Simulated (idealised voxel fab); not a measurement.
Proc. module: voxel trench capacitor
Pictured: cross-section cut, 220 nm wide, on a grid of 5 nm square cells.
Just so we're on the same page, the cross-sections are grids of square cells, and they're listed out in bands top to bottom, each band one or more rows deep. For a band, the entry starts with two heights in nm, that of the top and then that of the bottom, and carries on with the band's materials in order from left to right, each alongside its width in nm; the word "edge to edge" beside a single material means it fills the band edge to edge, and "empty" means empty space. Basically, 0 is our baseline, since under it the wafer straight out of the box is all one material. The bottom band has no lower end and keeps on going down, so it looks like "0 and below". You'd read "30->40" like this: the band's top row of cells is as wide as the first number, its bottom row is as wide as the second, and going down, every row changes width by the same amount as the row before did. For the purposes of this document, the phrase "remained the same" attached to a step denotes that no cell within the cross-section was modified by that step. "Listed closed voids": empty spaces of 8 cells or more with no open way to the top, each given as width x height at distance, distance from the left edge, all in nm. What comes after the settings on a step's line is commentary from the simulator itself on that step. Steps that use a mask can have "overlay nm" on their line. It says how far the mask sat to the right of where it was meant to be. Negative means to the left.

List of planned process steps
1: RECEIVE [material Si]
2: CONFORMAL_DEP [material SiN] [thk nm 5]
3: DIRECTIONAL_DEP [material aC] [thk nm 10]
4: PATTERN [tone open] [mask id TRENCH] [material resist] [width nm 15] [pitch nm 40] [thk nm 30] [overlay nm 0]
5: DIRECTIONAL_ETCH [etch materials aC] [depth nm 10]
6: STRIP [etch materials resist]
7: DIRECTIONAL_ETCH [etch materials SiN] [depth nm 5]
8: DIRECTIONAL_ETCH [etch materials Si] [depth nm 25]
9: STRIP [etch materials aC]
10: CONFORMAL_DEP [material SiO2] [thk nm 5]
11: FILL_DEP [material polySi] [thk nm 5]
12: CMP [height nm 5]

As-received state of the wafer in cross-section, equivalent to post-step 1
> 0 and below = Si edge to edge
> Listed closed voids: none

End-of-module cross-section of the first of two wafers, processed as planned
> 5 down to 0 = SiN 60 nm / SiO2 5 nm / polySi 5 nm / SiO2 5 nm / SiN 25 nm / SiO2 5 nm / polySi 5 nm / SiO2 5 nm / SiN 25 nm / SiO2 5 nm / polySi 5 nm / SiO2 5 nm / SiN 65 nm
> 0 down to -20 = Si 60 nm / SiO2 5 nm / polySi 5 nm / SiO2 5 nm / Si 25 nm / SiO2 5 nm / polySi 5 nm / SiO2 5 nm / Si 25 nm / SiO2 5 nm / polySi 5 nm / SiO2 5 nm / Si 65 nm
> -20 down to -25 = Si 60 nm / SiO2 15 nm / Si 25 nm / SiO2 15 nm / Si 25 nm / SiO2 15 nm / Si 65 nm
> -25 and below = Si edge to edge
> Listed closed voids: none

Wafer two (of two), end-of-module cross-section: start = wafer one, plan = wafer one, one run mistake
> 5 down to 0 = polySi 55 nm / SiO2 5 nm / SiN 15 nm / SiO2 5 nm / polySi 15 nm / SiO2 5 nm / SiN 15 nm / SiO2 5 nm / polySi 15 nm / SiO2 5 nm / SiN 15 nm / SiO2 5 nm / polySi 60 nm
> 0 down to -20 = polySi 55 nm / SiO2 5 nm / Si 15 nm / SiO2 5 nm / polySi 15 nm / SiO2 5 nm / Si 15 nm / SiO2 5 nm / polySi 15 nm / SiO2 5 nm / Si 15 nm / SiO2 5 nm / polySi 60 nm
> -20 down to -25 = SiO2 60 nm / Si 15 nm / SiO2 25 nm / Si 15 nm / SiO2 25 nm / Si 15 nm / SiO2 65 nm
> -25 and below = Si edge to edge
> Listed closed voids: none
In executing the process, a mistake was made relative to the plan: heads up, step 4 didn't go per plan, it actually ran as PATTERN [tone cover] [mask id TRENCH] [material resist] [width nm 15] [pitch nm 40] [thk nm 30] [overlay nm 0]
It is noted that, at the conclusion of processing, the second wafer exhibits a higher or lower cell count for certain materials relative to the first: -130 Si; -26 SiN; +26 SiO2; +130 polySi
